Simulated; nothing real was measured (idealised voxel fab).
Name of the process module below: voxel capacitor over wiring
The cross-section shown here is cut; it is 300 nm wide and divided into square cells measuring 5 nm on a side.
When this document writes out a cross-section, it uses a grid of square cells and lists it as bands, beginning at the top and moving down, with a band standing for one or more rows of cells.
In this notation a band is specified by the heights of its top and bottom, in that order and in nm, after which its materials appear from left to right, each paired with its width in nm. The word "edge to edge" attached to a single material means that material fills the band from edge to edge; the word "empty" stands for empty space.
Height is counted from the level 0, under which the received wafer is composed throughout of one material. The lowest of the bands is not closed at the bottom but continues downward, in the notation "0 -> down".
The width entry "30..40" should be interpreted row by row: the top row of cells in the band takes the first number, the bottom row takes the second number, and the change between adjacent rows is uniform throughout.
"nothing got changed" (step): cross-section cells unchanged, all of them.
Closed-off voids of 8+ cells (no open route to the top) go in "Non-vented voids", written width x height at distance from the left edge, in nm.
Formally, on a step line, whatever follows the settings is a remark that the simulator itself makes on the step.
overlay nm: where the mask lay relative to plan, measured to the right, on steps with a mask; negatives go left.
### Planned step list for the process
- 1: RECEIVE with material Si
- 2: CONFORMAL_DEP with material SiO2, thk nm 10
- 3: CONFORMAL_DEP with material SiN, thk nm 5
- 4: DIRECTIONAL_DEP with material SiO2, thk nm 25
- 5: DIRECTIONAL_DEP with material aC, thk nm 10
- 6: PATTERN with tone open, mask id METAL_1, material resist, width nm 30, pitch nm 85, thk nm 30, overlay nm -15
- 7: DIRECTIONAL_ETCH with etch materials aC, depth nm 10
- 8: STRIP with etch materials resist
- 9: DIRECTIONAL_ETCH with etch materials SiO2, depth nm 25
- 10: DIRECTIONAL_ETCH with etch materials SiN, depth nm 5
- 11: STRIP with etch materials aC
- 12: CONFORMAL_DEP with material TiN, thk nm 5
- 13: FILL_DEP with material Cu, thk nm 10
- 14: CMP with height nm 40
- 15: CONFORMAL_DEP with material SiCN, thk nm 5
- 16: DIRECTIONAL_DEP with material lowk, thk nm 20
- 17: MASKED_ETCH with tone open, mask id PLUG_1, width nm 15, etch materials lowk, depth nm 20, overlay nm 0
- 18: MASKED_ETCH with tone open, mask id PLUG_1, width nm 15, etch materials SiCN, depth nm 5, overlay nm 0
- 19: EPI with material Ru, thk nm 10
- 20: EPI with material Ru, thk nm 10
- 21: EPI with material Ru, thk nm 5
- 22: DIRECTIONAL_DEP with material TiN, thk nm 10
- 23: DIRECTIONAL_DEP with material SiN, thk nm 5
- 24: DIRECTIONAL_DEP with material TiN, thk nm 5
- 25: MASKED_ETCH with tone cover, mask id UPPER_PLATE, width nm 60, etch materials TiN, depth nm 5, overlay nm 0
- 26: MASKED_ETCH with tone cover, mask id UPPER_PLATE, width nm 60, etch materials SiN, depth nm 5, overlay nm 0
- 27: PATTERN with tone cover, mask id LOWER_PLATE, material resist, width nm 70, thk nm 15, overlay nm 0
- 28: DIRECTIONAL_ETCH with etch materials TiN, depth nm 10
- 29: STRIP with etch materials resist
- 30: FILL_DEP with material SiO2, thk nm 15
- 31: CMP with height nm 95
- 32: MASKED_ETCH with tone open, mask id PLUG_2, width nm 15, etch materials SiO2, depth nm 10, overlay nm 0
- 33: CONFORMAL_DEP with material TiN, thk nm 5
- 34: FILL_DEP with material W, thk nm 5
- 35: CMP with height nm 95
- 36: CONFORMAL_DEP with material SiCN, thk nm 5
Every wafer here starts from the same state; it is the step 6 overlay nm that distinguishes them, and the value the plan gives belongs to the first wafer.
### The first of several wafers as received, shown in cross-section; this is its state after step 1
    0 -> down: Si edge to edge
    Non-vented voids: none
### Take a look at the first of several wafers in cross-section: the module is done, and step 36 was its last step
    100 -> 95: SiCN edge to edge
    95 -> 90: SiO2 (115) / TiN (5) / W (5) / TiN (5) / SiO2 (170)
    90 -> 80: SiO2 (115..120) / TiN (15..45) / SiO2 (170..135)
    80 -> 75: SiO2 (120) / SiN (45) / SiO2 (135)
    75 -> 65: SiO2 (100) / TiN (5) / SiO2 (15) / TiN (50) / SiO2 (130)
    65 -> 60: lowk (105) / SiO2 (15) / lowk (180)
    60 -> 55: lowk (105) / TiN (15) / lowk (180)
    55 -> 50: lowk (105) / SiN (15) / lowk (180)
    50 -> 45: lowk (105) / TiN (15) / lowk (180)
    45 -> 40: SiCN (105) / TiN (15) / SiCN (180)
    40 -> 15: SiO2 (75) / TiN (5) / Cu (20) / TiN (5) / SiO2 (55) / TiN (5) / Cu (20) / TiN (5) / SiO2 (110)
    15 -> 10: SiN (75) / TiN (30) / SiN (55) / TiN (30) / SiN (110)
    10 -> 0: SiO2 edge to edge
    0 -> down: Si edge to edge
    Non-vented voids: none
### The final wafer, sectioned at module end
    100 -> 95: SiCN edge to edge
    95 -> 90: SiO2 (115) / TiN (5) / W (5) / TiN (5) / SiO2 (170)
    90 -> 80: SiO2 (115..105) / TiN (15..60) / SiO2 (170..135)
    80 -> 75: SiO2 (105) / SiN (60) / SiO2 (135)
    75 -> 65: SiO2 (100) / TiN (70) / SiO2 (130)
    65 -> 45: lowk (105) / Ru (15) / lowk (180)
    45 -> 40: SiCN (105) / Ru (15) / SiCN (180)
    40 -> 15: SiO2 (105) / TiN (5) / Cu (20) / TiN (5) / SiO2 (55) / TiN (5) / Cu (20) / TiN (5) / SiO2 (80)
    15 -> 10: SiN (105) / TiN (30) / SiN (55) / TiN (30) / SiN (80)
    10 -> 0: SiO2 edge to edge
    0 -> down: Si edge to edge
    Non-vented voids: none
### Below is a per-wafer table. In it, each row describes the wafer at the end of the module by giving, for each material, the number of cells gained (+) or lost (-) since the wafer was received, and after that the closed voids of the wafer
overlay nm -15, +40 Cu, +117 SiCN, +60 SiN, +677 SiO2, +77 TiN, +1 W, +228 lowk, Non-vented voids: none
overlay nm -10, +40 Cu, +15 Ru, +117 SiCN, +60 SiN, +662 SiO2, +77 TiN, +1 W, +228 lowk, Non-vented voids: none
overlay nm -5, +40 Cu, +15 Ru, +117 SiCN, +60 SiN, +662 SiO2, +77 TiN, +1 W, +228 lowk, Non-vented voids: none
overlay nm 0, +40 Cu, +15 Ru, +117 SiCN, +60 SiN, +662 SiO2, +77 TiN, +1 W, +228 lowk, Non-vented voids: none
overlay nm 5, +40 Cu, +15 Ru, +117 SiCN, +60 SiN, +662 SiO2, +77 TiN, +1 W, +228 lowk, Non-vented voids: none
overlay nm 10, +40 Cu, +15 Ru, +117 SiCN, +60 SiN, +662 SiO2, +77 TiN, +1 W, +228 lowk, Non-vented voids: none
overlay nm 15, +40 Cu, +15 Ru, +117 SiCN, +60 SiN, +662 SiO2, +77 TiN, +1 W, +228 lowk, Non-vented voids: none
